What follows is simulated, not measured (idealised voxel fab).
This section sets out a process module, namely voxel wiring stack.
Square cell edge 5 nm, section width 155 nm, ID cut.
Cross-section, as written here: a square-cell grid given band by band from the top down, where a band holds one or more rows of cells.
Within each band entry, the heights of the top and of the bottom of the band appear first, in that order and in nm; the materials of the band then follow from left to right, each with its corresponding width in nm. The designation "edge to edge" on a single material indicates that it fills the band from edge to edge; the designation "empty" indicates empty space.
Convention: height 0 is the level below which the wafer, as received, is all one material. The lowest band does not terminate at the bottom but continues downward, represented as "0 -> down".
So if you see something like "30..40" for the width, read it as the top row of the band sitting at the first number and the bottom row at the second, with every row in between moving by the same amount as the last.
The designation "identical to before", where it is given for a processing step, indicates that no cell of the cross-section was altered in the course of that step.
Basically, "Fully closed voids" tells you about the enclosed voids: empty spaces with no open way to the top, 8 cells or bigger, each written width x height at distance, where distance is from the left edge, all in nm.
Read whatever lies past the settings on a step's line as the simulator's own remark about the step.
The optional step-line setting "overlay nm" applies to steps with a mask and quantifies how far to the right of its planned location the mask lay, a negative value indicating leftward placement.

# So here's the lineup of process steps we planned
1) RECEIVE with material Si
2) CONFORMAL_DEP with material SiO2, thk nm 15
3) DIRECTIONAL_DEP with material TiN, thk nm 5
4) DIRECTIONAL_DEP with material W, thk nm 15
5) MASKED_ETCH with tone cover, mask id METAL_1, width nm 20, pitch nm 45, etch materials W, depth nm 15, overlay nm 0
6) MASKED_ETCH with tone cover, mask id METAL_1, width nm 20, pitch nm 45, etch materials TiN, depth nm 5, overlay nm 0
7) CONFORMAL_DEP with material SiN, thk nm 5
8) FILL_DEP with material lowk, thk nm 5
9) CMP with height nm 35
10) CONFORMAL_DEP with material SiCN, thk nm 5
11) DIRECTIONAL_DEP with material lowk, thk nm 15
12) PATTERN with tone open, mask id PLUG_1, material resist, width nm 15, pitch nm 90, thk nm 15, overlay nm 0
13) DIRECTIONAL_ETCH with etch materials lowk, depth nm 15
14) DIRECTIONAL_ETCH with etch materials SiCN, depth nm 5
15) STRIP with etch materials resist
16) CONFORMAL_DEP with material TiN, thk nm 5
17) FILL_DEP with material W, thk nm 10
18) CMP with height nm 55
19) CONFORMAL_DEP with material SiN, thk nm 5
20) DIRECTIONAL_DEP with material SiO2, thk nm 25
21) DIRECTIONAL_DEP with material aC, thk nm 15
22) PATTERN with tone open, mask id METAL_2, material resist, width nm 20, pitch nm 45, thk nm 30, overlay nm 0
23) DIRECTIONAL_ETCH with etch materials aC, depth nm 15
24) STRIP with etch materials resist
25) DIRECTIONAL_ETCH with etch materials SiO2, depth nm 25
26) DIRECTIONAL_ETCH with etch materials SiN, depth nm 5
27) STRIP with etch materials aC
28) CONFORMAL_DEP with material TiN, thk nm 5
29) FILL_DEP with material W, thk nm 10
30) CMP with height nm 85
31) CONFORMAL_DEP with material SiCN, thk nm 5
32) DIRECTIONAL_DEP with material SiO2, thk nm 20
33) DIRECTIONAL_DEP with material aC, thk nm 10
34) PATTERN with tone open, mask id PLUG_2, material resist, width nm 15, pitch nm 90, thk nm 30, overlay nm 0
35) DIRECTIONAL_ETCH with etch materials aC, depth nm 10
36) STRIP with etch materials resist
37) DIRECTIONAL_ETCH with etch materials SiO2, depth nm 20
38) DIRECTIONAL_ETCH with etch materials SiCN, depth nm 5
39) STRIP with etch materials aC
40) EPI with material Ru, thk nm 10
41) EPI with material Ru, thk nm 10
42) EPI with material Ru, thk nm 5
43) CONFORMAL_DEP with material SiN, thk nm 5
44) DIRECTIONAL_DEP with material lowk, thk nm 25
45) MASKED_ETCH with tone open, mask id METAL_3, width nm 20, pitch nm 45, etch materials lowk, depth nm 25, overlay nm 0
46) MASKED_ETCH with tone open, mask id METAL_3, width nm 20, pitch nm 45, etch materials SiN, depth nm 5, overlay nm 0
47) CONFORMAL_DEP with material TiN, thk nm 5
48) FILL_DEP with material Cu, thk nm 10
49) CMP with height nm 140
50) CONFORMAL_DEP with material SiCN, thk nm 5
51) DIRECTIONAL_DEP with material lowk, thk nm 10
52) DIRECTIONAL_DEP with material aC, thk nm 10
53) PATTERN with tone open, mask id PLUG_3, material resist, width nm 15, pitch nm 45, thk nm 25, overlay nm 0
54) DIRECTIONAL_ETCH with etch materials aC, depth nm 10
55) STRIP with etch materials resist
56) DIRECTIONAL_ETCH with etch materials lowk, depth nm 10
57) DIRECTIONAL_ETCH with etch materials SiCN, depth nm 5
58) STRIP with etch materials aC
59) CONFORMAL_DEP with material TiN, thk nm 5
60) FILL_DEP with material W, thk nm 5
61) CMP with height nm 155
62) DIRECTIONAL_DEP with material TiN, thk nm 5
63) DIRECTIONAL_DEP with material W, thk nm 5
64) PATTERN with tone cover, mask id METAL_4, material resist, width nm 20, pitch nm 45, thk nm 20, overlay nm 0
65) DIRECTIONAL_ETCH with etch materials W, depth nm 15
66) DIRECTIONAL_ETCH with etch materials TiN, depth nm 5
67) STRIP with etch materials resist
68) CONFORMAL_DEP with material SiCN, thk nm 5
69) FILL_DEP with material lowk, thk nm 5
70) CMP with height nm 175
71) CONFORMAL_DEP with material SiCN, thk nm 5
The plan's step 63 thk nm is the first wafer's value; the wafers differ in this setting and start identical.

# Cross-section of the first incoming wafer of several, state after step 1
- 0 -> down  Si edge to edge
- Fully closed voids: none

# Rows = wafers. At module end, each row lists per material the cells gained (+) or lost (-) since the wafer was received, then the closed voids
thk nm 5, +30 Cu, +30 Ru, +146 SiCN, +75 SiN, +288 SiO2, +147 TiN, +90 W, +310 lowk, Fully closed voids: none
thk nm 10, +30 Cu, +30 Ru, +152 SiCN, +75 SiN, +288 SiO2, +147 TiN, +102 W, +292 lowk, Fully closed voids: none
thk nm 15, +30 Cu, +30 Ru, +140 SiCN, +75 SiN, +288 SiO2, +147 TiN, +114 W, +292 lowk, Fully closed voids: none
